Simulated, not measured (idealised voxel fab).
Module name: voxel self aligned vias (process module)
For reference, the cross-section in this document is cut, with width 215 nm and square cells of 5 nm.
This document writes a cross-section as a grid whose cells are square, and gives it as bands, listed from the top down; one or more rows of cells form a band.
Each band's line starts with the height of the band's top and of its bottom, in nm. Then come its materials from left to right, each with its width in nm. One material with "all across" fills the band from edge to edge. "air" is empty space.
Note: height 0 marks the level under which the wafer is uniformly one material as received. Lowest band unbounded below, written "0 nm and below".
The width entry "30 to 40" should be interpreted row by row: the top row of cells in the band takes the first number, the bottom row takes the second number, and the change between adjacent rows is uniform throughout.
You'll sometimes find "identical to before" written for a step, and that's the way of saying that nowhere in the cross-section did a cell change during that step.
The entry "Closed void roster" lists the empty spaces that cover at least 8 cells and have no open path to the top. Each is written as width x height at distance, where the distance is measured from the left edge and all three values are in nm.
That trailing text on a step's line, after the settings, is the simulator's own remark on the step.
overlay nm: step with mask; distance mask lay right of planned place; negative value = left of planned place.

-- Set out below are the planned steps of the process
1,RECEIVE | material Si
2,CONFORMAL_DEP | material SiO2 | thk nm 10
3,CONFORMAL_DEP | material SiCN | thk nm 5
4,DIRECTIONAL_DEP | material lowk | thk nm 20
5,MASKED_ETCH | tone open | mask id LINES | width nm 30 | pitch nm 60 | etch materials lowk | depth nm 20 | overlay nm 0
6,CONFORMAL_DEP | material TiN | thk nm 5
7,FILL_DEP | material W | thk nm 5
8,CMP | height nm 35
9,SELECTIVE_ETCH | etch materials W Ru TiN | depth nm 10
10,FILL_DEP | material SiN | thk nm 10
11,CMP | height nm 35
12,DIRECTIONAL_DEP | material lowk | thk nm 20
13,PATTERN | tone open | mask id VIAS | material resist | width nm 40 | pitch nm 60 | thk nm 15 | overlay nm 0
14,DIRECTIONAL_ETCH | etch materials lowk | depth nm 20
15,DIRECTIONAL_ETCH | etch materials SiN | depth nm 10
16,STRIP | etch materials resist
17,CONFORMAL_DEP | material TiN | thk nm 5
18,FILL_DEP | material Cu | thk nm 10
19,CMP | height nm 55
20,CONFORMAL_DEP | material SiCN | thk nm 5

-- Wafer at receipt (post step 1), cross-section
> 0 nm and below: Si all across
> Closed void roster: none

-- Starting wafer: above. Plan: above. Run: one mistake. Cross-section after the module: below
> 60 nm to 55 nm: SiCN all across
> 55 nm to 40 nm: lowk (25), then TiN (5), then Cu (30), then TiN (5), then lowk (20), then TiN (5), then Cu (30), then TiN (5), then lowk (20), then TiN (5), then Cu (30), then TiN (5), then lowk (30)
> 40 nm to 35 nm: lowk (25), then TiN (40), then lowk (20), then TiN (40), then lowk (20), then TiN (40), then lowk (30)
> 35 nm to 25 nm: SiN (25), then TiN (5), then lowk (30), then TiN (5), then SiN (20), then TiN (5), then lowk (30), then TiN (5), then SiN (20), then TiN (5), then lowk (30), then TiN (5), then SiN (30)
> 25 nm to 20 nm: W (25), then TiN (5), then lowk (30), then TiN (5), then W (20), then TiN (5), then lowk (30), then TiN (5), then W (20), then TiN (5), then lowk (30), then TiN (5), then W (30)
> 20 nm to 15 nm: TiN (30), then lowk (30), then TiN (30), then lowk (30), then TiN (30), then lowk (30), then TiN (35)
> 15 nm to 10 nm: SiCN all across
> 10 nm to 0 nm: SiO2 all across
> 0 nm and below: Si all across
> Closed void roster: none
So what did we get wrong on this run? in deviation from the planned setting, step 5 was conducted as MASKED_ETCH | tone cover | mask id LINES | width nm 30 | pitch nm 60 | etch materials lowk | depth nm 20 | overlay nm 0
